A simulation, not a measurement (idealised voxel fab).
voxel spacer lines: a process module
The figure presents cross-section cut, which has a width of 180 nm and is divided into square cells with an edge length of 5 nm.
In this document a cross-section is written as a grid of square cells. It is given as a series of bands, listed from the top down, and a band is one or more rows of cells. Top height, bottom height, nm. Materials left to right, width each, nm. Single material + "throughout" = fills band edge to edge. "empty" = empty. We count height from 0. Below that, the starting wafer is all one material. The lowest band never ends at the bottom but goes on down; see "0 nm and below" for how that is written. Quick explanation for "30->40": the width changes in equal steps down the rows of cells, from the first number in the band's top row to the second number in its bottom row. Take "no change" at face value: in the step it is given for, the cross-section changed in none of its cells. "Closed void list" contains a list of empty spaces, each no smaller than 8 cells and without an open way to the top, written in the form width x height at distance with the distance from the left edge and all three in nm. Note: text after step settings on the step line = simulator remark on that step. A step's line can hold "overlay nm"; with a mask on that step, the setting says how far right of the planned place the mask lay, while a negative setting says it lay to the left.

**plan**
step 1: RECEIVE (material Si)
step 2: CONFORMAL_DEP (material Al2O3; thk nm 5)
step 3: DIRECTIONAL_DEP (material polySi; thk nm 15)
step 4: DIRECTIONAL_DEP (material aC; thk nm 20)
step 5: PATTERN (tone cover; mask id MANDREL; material resist; width nm 20; pitch nm 60; thk nm 25; overlay nm 0)
step 6: DIRECTIONAL_ETCH (etch materials aC; depth nm 20)
step 7: STRIP (etch materials resist)
step 8: CONFORMAL_DEP (material SiO2; thk nm 10)
step 9: DIRECTIONAL_ETCH (etch materials SiO2; depth nm 10)
step 10: STRIP (etch materials aC)
step 11: DIRECTIONAL_ETCH (etch materials polySi; depth nm 15)
step 12: STRIP (etch materials SiO2)

**The first of a set of two wafers, run to plan**

**as received, after step 1**
    0 nm and below = Si throughout
    Closed void list: none

**Sectional view: wafer, after step 2**
    5 nm to 0 nm = Al2O3 throughout
    Under the height 0 nothing was changed.

**Sectional view: wafer, after step 3**
    20 nm to 5 nm = polySi throughout
    Under the height 5 nothing was changed.

**Sectional view: wafer, after step 4**
    40 nm to 20 nm = aC throughout
    Under the height 20 nothing was changed.

**Sectional view: wafer, after step 5**
    65 nm to 40 nm = 50 nm empty | 20 nm resist | 40 nm empty | 20 nm resist | 50 nm empty
    Under the height 40 nothing was changed.

**Sectional view: wafer, after step 6**
    45 nm to 40 nm = 50 nm empty | 20 nm resist | 40 nm empty | 20 nm resist | 50 nm empty
    40 nm to 20 nm = 50 nm empty | 20 nm aC | 40 nm empty | 20 nm aC | 50 nm empty
    Under the height 20 nothing was changed.

**Sectional view: wafer, after step 7**
    40 nm to 20 nm = 50 nm empty | 20 nm aC | 40 nm empty | 20 nm aC | 50 nm empty
    Under the height 20 nothing was changed.

**Sectional view: wafer, after step 8**
    50 nm to 40 nm = 40 nm empty | 40 nm SiO2 | 20 nm empty | 40 nm SiO2 | 40 nm empty
    40 nm to 30 nm = 40 nm empty | 10 nm SiO2 | 20 nm aC | 10 nm SiO2 | 20 nm empty | 10 nm SiO2 | 20 nm aC | 10 nm SiO2 | 40 nm empty
    30 nm to 20 nm = 50 nm SiO2 | 20 nm aC | 40 nm SiO2 | 20 nm aC | 50 nm SiO2
    Under the height 20 nothing was changed.

**Sectional view: wafer, after step 9**
    40 nm to 20 nm = 40 nm empty | 10 nm SiO2 | 20 nm aC | 10 nm SiO2 | 20 nm empty | 10 nm SiO2 | 20 nm aC | 10 nm SiO2 | 40 nm empty
    Under the height 20 nothing was changed.

**Sectional view: wafer, after step 10**
    40 nm to 20 nm = 40 nm empty | 10 nm SiO2 | 20 nm empty | 10 nm SiO2 | 20 nm empty | 10 nm SiO2 | 20 nm empty | 10 nm SiO2 | 40 nm empty
    Under the height 20 nothing was changed.

**Sectional view: wafer, after step 11**
    40 nm to 20 nm = 40 nm empty | 10 nm SiO2 | 20 nm empty | 10 nm SiO2 | 20 nm empty | 10 nm SiO2 | 20 nm empty | 10 nm SiO2 | 40 nm empty
    20 nm to 5 nm = 40 nm empty | 10 nm polySi | 20 nm empty | 10 nm polySi | 20 nm empty | 10 nm polySi | 20 nm empty | 10 nm polySi | 40 nm empty
    Under the height 5 nothing was changed.

**Sectional view: wafer, after step 12**
    20 nm to 5 nm = 40 nm empty | 10 nm polySi | 20 nm empty | 10 nm polySi | 20 nm empty | 10 nm polySi | 20 nm empty | 10 nm polySi | 40 nm empty
    Under the height 5 nothing was changed.

**Second wafer - shared start and plan with the first - one error in running - same as the first up to step 1 inclusive**

**Look at the second wafer in cross-section at the time step 2 ought to have finished**
    15 nm to 0 nm = polySi throughout
    Under the height 0 nothing was changed.

**Look at the second wafer in cross-section at the time step 3 ought to have finished**
    20 nm to 15 nm = Al2O3 throughout
    Under the height 15 nothing was changed.

**Look at the second wafer in cross-section at the time step 4 ought to have finished**
    40 nm to 20 nm = aC throughout
    Under the height 20 nothing was changed.

**Look at the second wafer in cross-section at the time step 5 ought to have finished**
    65 nm to 40 nm = 50 nm empty | 20 nm resist | 40 nm empty | 20 nm resist | 50 nm empty
    Under the height 40 nothing was changed.

**Look at the second wafer in cross-section at the time step 6 ought to have finished**
    45 nm to 40 nm = 50 nm empty | 20 nm resist | 40 nm empty | 20 nm resist | 50 nm empty
    40 nm to 20 nm = 50 nm empty | 20 nm aC | 40 nm empty | 20 nm aC | 50 nm empty
    Under the height 20 nothing was changed.

**Look at the second wafer in cross-section at the time step 7 ought to have finished**
    40 nm to 20 nm = 50 nm empty | 20 nm aC | 40 nm empty | 20 nm aC | 50 nm empty
    Under the height 20 nothing was changed.

**Look at the second wafer in cross-section at the time step 8 ought to have finished**
    50 nm to 40 nm = 40 nm empty | 40 nm SiO2 | 20 nm empty | 40 nm SiO2 | 40 nm empty
    40 nm to 30 nm = 40 nm empty | 10 nm SiO2 | 20 nm aC | 10 nm SiO2 | 20 nm empty | 10 nm SiO2 | 20 nm aC | 10 nm SiO2 | 40 nm empty
    30 nm to 20 nm = 50 nm SiO2 | 20 nm aC | 40 nm SiO2 | 20 nm aC | 50 nm SiO2
    Under the height 20 nothing was changed.

**Look at the second wafer in cross-section at the time step 9 ought to have finished**
    40 nm to 20 nm = 40 nm empty | 10 nm SiO2 | 20 nm aC | 10 nm SiO2 | 20 nm empty | 10 nm SiO2 | 20 nm aC | 10 nm SiO2 | 40 nm empty
    Under the height 20 nothing was changed.

**Look at the second wafer in cross-section at the time step 10 ought to have finished**
    40 nm to 20 nm = 40 nm empty | 10 nm SiO2 | 20 nm empty | 10 nm SiO2 | 20 nm empty | 10 nm SiO2 | 20 nm empty | 10 nm SiO2 | 40 nm empty
    Under the height 20 nothing was changed.

Look at the second wafer in cross-section at the time step 11 ought to have finished: no change

**Look at the second wafer in cross-section at the time step 12 ought to have finished**
    20 nm to 15 nm = Al2O3 throughout
    Under the height 15 nothing was changed.
What went wrong in running the wafer? steps 2 and 3 got flipped, so each one ran where the other should have
In the final state, the cell counts of the second wafer exceed or fall short of those of the first for the following materials: +84 polySi
